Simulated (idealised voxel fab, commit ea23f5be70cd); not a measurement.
Process module in this document: voxel transistor to metal
Shown is cross-section cut, with a width of 270 nm and square cells of size 5 nm.
This document writes a cross-section as a grid whose cells are square, and gives it as bands, listed from the top down; one or more rows of cells form a band. Heights first: top, then bottom, in nm. Then materials, left to right, each with a width in nm. "full width" on a single material: fills the band edge to edge. "blank": empty space. Heads up on the height convention: 0 is the point under which the incoming wafer is all one material, and the lowest band has no bottom, it just keeps going down, like "0 and below". The width entry "30..40" should be interpreted row by row: the top row of cells in the band takes the first number, the bottom row takes the second number, and the change between adjacent rows is uniform throughout. Basically "left unchanged" means that step didn't change any cell in the cross-section. For the entry "Sealed void list", the listed items are empty spaces with no open way to the top whose size is 8 cells or more; each item follows the pattern width x height at distance, where distance is from the left edge and all three are in nm. That trailing text on a step's line, after the settings, is the simulator's own remark on the step. Regarding "overlay nm": on a step with a mask, it is the distance the mask lay to the right of its planned place; a negative value places it to the left.

These are the steps we planned for the process
- 1: RECEIVE with material Si
- 2: CONFORMAL_DEP with material SiO2, thk nm 5
- 3: CONFORMAL_DEP with material SiN, thk nm 10
- 4: PATTERN with tone cover, mask id ACTIVE, material resist, width nm 95, pitch nm 125, thk nm 15, overlay nm 0
- 5: DIRECTIONAL_ETCH with etch materials SiN, depth nm 10
- 6: DIRECTIONAL_ETCH with etch materials SiO2, depth nm 5
- 7: DIRECTIONAL_ETCH with etch materials Si, depth nm 20
- 8: STRIP with etch materials resist
- 9: FILL_DEP with material SiO2, thk nm 15
- 10: CMP with height nm 15
- 11: SELECTIVE_ETCH with etch materials SiO2, depth nm 5
- 12: STRIP with etch materials SiN
- 13: SELECTIVE_ETCH with etch materials SiO2, depth nm 5
- 14: OXIDIZE with depth nm 5
- 15: DIRECTIONAL_DEP with material polySi, thk nm 25
- 16: DIRECTIONAL_DEP with material SiCN, thk nm 15
- 17: PATTERN with tone cover, mask id GATE, material resist, width nm 25, pitch nm 125, thk nm 20, overlay nm -15
- 18: DIRECTIONAL_ETCH with etch materials SiCN, depth nm 25
- 19: DIRECTIONAL_ETCH with etch materials polySi, depth nm 35
- 20: STRIP with etch materials resist
- 21: CONFORMAL_DEP with material SiO2, thk nm 5
- 22: DIRECTIONAL_ETCH with etch materials SiO2, depth nm 5
- 23: CONFORMAL_DEP with material SiN, thk nm 5
- 24: DIRECTIONAL_ETCH with etch materials SiN, depth nm 5
- 25: DIRECTIONAL_ETCH with etch materials SiO2, depth nm 5
- 26: DIRECTIONAL_ETCH with etch materials Si, depth nm 10
- 27: EPI with material nSi, thk nm 10
- 28: FILL_DEP with material SiO2, thk nm 10
- 29: CMP with height nm 40
- 30: DIRECTIONAL_DEP with material SiO2, thk nm 15
- 31: DIRECTIONAL_DEP with material aC, thk nm 10
- 32: PATTERN with tone open, mask id CONTACT, material resist, width nm 15, thk nm 30, overlay nm 0
- 33: DIRECTIONAL_ETCH with etch materials aC, depth nm 10
- 34: STRIP with etch materials resist
- 35: DIRECTIONAL_ETCH with etch materials SiO2, depth nm 50
- 36: STRIP with etch materials aC
- 37: CONFORMAL_DEP with material TiN, thk nm 5
- 38: FILL_DEP with material W, thk nm 10
- 39: CMP with height nm 55
- 40: CONFORMAL_DEP with material SiCN, thk nm 5
- 41: DIRECTIONAL_DEP with material SiO2, thk nm 20
- 42: DIRECTIONAL_DEP with material aC, thk nm 15
- 43: PATTERN with tone open, mask id METAL_1, material resist, width nm 15, thk nm 30, overlay nm 0
- 44: DIRECTIONAL_ETCH with etch materials aC, depth nm 15
- 45: STRIP with etch materials resist
- 46: DIRECTIONAL_ETCH with etch materials SiO2, depth nm 20
- 47: DIRECTIONAL_ETCH with etch materials SiCN, depth nm 5
- 48: STRIP with etch materials aC
- 49: CONFORMAL_DEP with material TiN, thk nm 5
- 50: FILL_DEP with material Cu, thk nm 5
- 51: CMP with height nm 80
- 52: EPI with material Ru, thk nm 5
- 53: FILL_DEP with material SiCN, thk nm 5
It is noted that the wafers described herein are identical at the outset and are distinguished by the overlay nm of step 17; the value stated in the plan corresponds to the first wafer.

This is how the first of several wafers looked in cross-section when it arrived, which is after step 1
  0 and below | Si full width
  Sealed void list: none

Once step 53, the last step, is complete, the module is at its end; this is the cross-section of the first of several wafers
  90 down to 85 | SiCN full width
  85 down to 80 | SiCN 25 nm | Ru 25 nm | SiCN 45 nm | Ru 25 nm | SiCN 30 nm | Ru 25 nm | SiCN 45 nm | Ru 25 nm | SiCN 25 nm
  80 down to 60 | SiO2 30 nm | TiN 5 nm | Cu 5 nm | TiN 5 nm | SiO2 55 nm | TiN 5 nm | Cu 5 nm | TiN 5 nm | SiO2 40 nm | TiN 5 nm | Cu 5 nm | TiN 5 nm | SiO2 55 nm | TiN 5 nm | Cu 5 nm | TiN 5 nm | SiO2 30 nm
  60 down to 55 | SiCN 30 nm | TiN 15 nm | SiCN 55 nm | TiN 15 nm | SiCN 40 nm | TiN 15 nm | SiCN 55 nm | TiN 15 nm | SiCN 30 nm
  55 down to 45 | SiO2 30 nm | TiN 5 nm | W 5 nm | TiN 5 nm | SiO2 55 nm | TiN 5 nm | W 5 nm | TiN 5 nm | SiO2 40 nm | TiN 5 nm | W 5 nm | TiN 5 nm | SiO2 55 nm | TiN 5 nm | W 5 nm | TiN 5 nm | SiO2 30 nm
  45 down to 40 | SiO2 30 nm | TiN 15 nm | SiO2 55 nm | TiN 5 nm | W 5 nm | TiN 5 nm | SiO2 40 nm | TiN 15 nm | SiO2 55 nm | TiN 5 nm | W 5 nm | TiN 5 nm | SiO2 30 nm
  40 down to 25 | SiO2 30 nm | TiN 5 nm | SiN 5 nm | TiN 5 nm | SiCN 25 nm | SiO2 5 nm | SiN 5 nm | SiO2 20 nm | TiN 5 nm | W 5 nm | TiN 5 nm | SiO2 40 nm | TiN 5 nm | SiN 5 nm | TiN 5 nm | SiCN 25 nm | SiO2 5 nm | SiN 5 nm | SiO2 20 nm | TiN 5 nm | W 5 nm | TiN 5 nm | SiO2 30 nm
  25 down to 10 | SiO2 30 nm | TiN 5 nm | SiN 5 nm | TiN 5 nm | polySi 25 nm | SiO2 5 nm | SiN 5 nm | SiO2 20 nm | TiN 5 nm | W 5 nm | TiN 5 nm | SiO2 40 nm | TiN 5 nm | SiN 5 nm | TiN 5 nm | polySi 25 nm | SiO2 5 nm | SiN 5 nm | SiO2 20 nm | TiN 5 nm | W 5 nm | TiN 5 nm | SiO2 30 nm
  10 down to 5 | SiO2 30 nm | TiN 5 nm | SiN 5 nm | TiN 5 nm | polySi 25 nm | SiO2 5 nm | SiN 5 nm | SiO2 20 nm | TiN 15 nm | SiO2 40 nm | TiN 5 nm | SiN 5 nm | TiN 5 nm | polySi 25 nm | SiO2 5 nm | SiN 5 nm | SiO2 20 nm | TiN 15 nm | SiO2 30 nm
  5 down to 0 | SiO2 25 nm | SiN 5 nm | nSi 5 nm | SiN 5 nm | SiO2 5 nm | polySi 25 nm | SiO2 5 nm | SiN 5 nm | nSi 10 nm | SiO2 15 nm | nSi 10 nm | SiN 5 nm | SiO2 30 nm | SiN 5 nm | nSi 5 nm | SiN 5 nm | SiO2 5 nm | polySi 25 nm | SiO2 5 nm | SiN 5 nm | nSi 10 nm | SiO2 15 nm | nSi 10 nm | SiN 5 nm | SiO2 25 nm
  0 down to -5 | SiO2 30 nm | nSi 5 nm | SiO2 45 nm | nSi 10 nm | SiO2 15 nm | nSi 10 nm | SiO2 40 nm | nSi 5 nm | SiO2 45 nm | nSi 10 nm | SiO2 15 nm | nSi 10 nm | SiO2 30 nm
  -5 down to -15 | SiO2 25 nm | Si 5 nm | nSi 5 nm | Si 45 nm | nSi 35 nm | Si 5 nm | SiO2 30 nm | Si 5 nm | nSi 5 nm | Si 45 nm | nSi 35 nm | Si 5 nm | SiO2 25 nm
  -15 down to -20 | SiO2 25 nm | Si 95 nm | SiO2 30 nm | Si 95 nm | SiO2 25 nm
  -20 and below | Si full width
  Sealed void list: none

Here we cross-sectioned the last of the wafers once the module was done
  90 down to 85 | SiCN full width
  85 down to 80 | SiCN 25 nm | Ru 25 nm | SiCN 45 nm | Ru 25 nm | SiCN 30 nm | Ru 25 nm | SiCN 45 nm | Ru 25 nm | SiCN 25 nm
  80 down to 60 | SiO2 30 nm | TiN 5 nm | Cu 5 nm | TiN 5 nm | SiO2 55 nm | TiN 5 nm | Cu 5 nm | TiN 5 nm | SiO2 40 nm | TiN 5 nm | Cu 5 nm | TiN 5 nm | SiO2 55 nm | TiN 5 nm | Cu 5 nm | TiN 5 nm | SiO2 30 nm
  60 down to 55 | SiCN 30 nm | TiN 15 nm | SiCN 55 nm | TiN 15 nm | SiCN 40 nm | TiN 15 nm | SiCN 55 nm | TiN 15 nm | SiCN 30 nm
  55 down to 45 | SiO2 30 nm | TiN 5 nm | W 5 nm | TiN 5 nm | SiO2 55 nm | TiN 5 nm | W 5 nm | TiN 5 nm | SiO2 40 nm | TiN 5 nm | W 5 nm | TiN 5 nm | SiO2 55 nm | TiN 5 nm | W 5 nm | TiN 5 nm | SiO2 30 nm
  45 down to 40 | SiO2 30 nm | TiN 5 nm | W 5 nm | TiN 5 nm | SiO2 55 nm | TiN 15 nm | SiO2 40 nm | TiN 5 nm | W 5 nm | TiN 5 nm | SiO2 55 nm | TiN 15 nm | SiO2 30 nm
  40 down to 25 | SiO2 30 nm | TiN 5 nm | W 5 nm | TiN 5 nm | SiO2 20 nm | SiN 5 nm | SiO2 5 nm | SiCN 25 nm | TiN 5 nm | SiN 5 nm | TiN 5 nm | SiO2 40 nm | TiN 5 nm | W 5 nm | TiN 5 nm | SiO2 20 nm | SiN 5 nm | SiO2 5 nm | SiCN 25 nm | TiN 5 nm | SiN 5 nm | TiN 5 nm | SiO2 30 nm
  25 down to 10 | SiO2 30 nm | TiN 5 nm | W 5 nm | TiN 5 nm | SiO2 20 nm | SiN 5 nm | SiO2 5 nm | polySi 25 nm | TiN 5 nm | SiN 5 nm | TiN 5 nm | SiO2 40 nm | TiN 5 nm | W 5 nm | TiN 5 nm | SiO2 20 nm | SiN 5 nm | SiO2 5 nm | polySi 25 nm | TiN 5 nm | SiN 5 nm | TiN 5 nm | SiO2 30 nm
  10 down to 5 | SiO2 30 nm | TiN 15 nm | SiO2 20 nm | SiN 5 nm | SiO2 5 nm | polySi 25 nm | TiN 5 nm | SiN 5 nm | TiN 5 nm | SiO2 40 nm | TiN 15 nm | SiO2 20 nm | SiN 5 nm | SiO2 5 nm | polySi 25 nm | TiN 5 nm | SiN 5 nm | TiN 5 nm | SiO2 30 nm
  5 down to 0 | SiO2 25 nm | SiN 5 nm | nSi 10 nm | SiO2 15 nm | nSi 10 nm | SiN 5 nm | SiO2 5 nm | polySi 25 nm | SiO2 5 nm | SiN 5 nm | nSi 5 nm | SiN 5 nm | SiO2 30 nm | SiN 5 nm | nSi 10 nm | SiO2 15 nm | nSi 10 nm | SiN 5 nm | SiO2 5 nm | polySi 25 nm | SiO2 5 nm | SiN 5 nm | nSi 5 nm | SiN 5 nm | SiO2 25 nm
  0 down to -5 | SiO2 30 nm | nSi 10 nm | SiO2 15 nm | nSi 10 nm | SiO2 45 nm | nSi 5 nm | SiO2 40 nm | nSi 10 nm | SiO2 15 nm | nSi 10 nm | SiO2 45 nm | nSi 5 nm | SiO2 30 nm
  -5 down to -15 | SiO2 25 nm | Si 5 nm | nSi 35 nm | Si 45 nm | nSi 5 nm | Si 5 nm | SiO2 30 nm | Si 5 nm | nSi 35 nm | Si 45 nm | nSi 5 nm | Si 5 nm | SiO2 25 nm
  -15 down to -20 | SiO2 25 nm | Si 95 nm | SiO2 30 nm | Si 95 nm | SiO2 25 nm
  -20 and below | Si full width
  Sealed void list: none

Gained (+) or lost (-) cells of each material since receipt, then closed voids: one row per wafer, at the end of the module
overlay nm -15, +16 Cu, +20 Ru, -134 Si, +160 SiCN, +36 SiN, +622 SiO2, +128 TiN, +22 W, +52 nSi, +50 polySi, Sealed void list: none
overlay nm -10, +16 Cu, +20 Ru, -134 Si, +160 SiCN, +36 SiN, +618 SiO2, +128 TiN, +22 W, +56 nSi, +50 polySi, Sealed void list: none
overlay nm -5, +16 Cu, +20 Ru, -134 Si, +160 SiCN, +36 SiN, +600 SiO2, +128 TiN, +36 W, +60 nSi, +50 polySi, Sealed void list: none
overlay nm 0, +16 Cu, +20 Ru, -134 Si, +160 SiCN, +36 SiN, +596 SiO2, +128 TiN, +36 W, +64 nSi, +50 polySi, Sealed void list: none
overlay nm 5, +16 Cu, +20 Ru, -134 Si, +160 SiCN, +36 SiN, +600 SiO2, +128 TiN, +36 W, +60 nSi, +50 polySi, Sealed void list: none
overlay nm 10, +16 Cu, +20 Ru, -134 Si, +160 SiCN, +36 SiN, +618 SiO2, +128 TiN, +22 W, +56 nSi, +50 polySi, Sealed void list: none
overlay nm 15, +16 Cu, +20 Ru, -134 Si, +160 SiCN, +36 SiN, +622 SiO2, +128 TiN, +22 W, +52 nSi, +50 polySi, Sealed void list: none
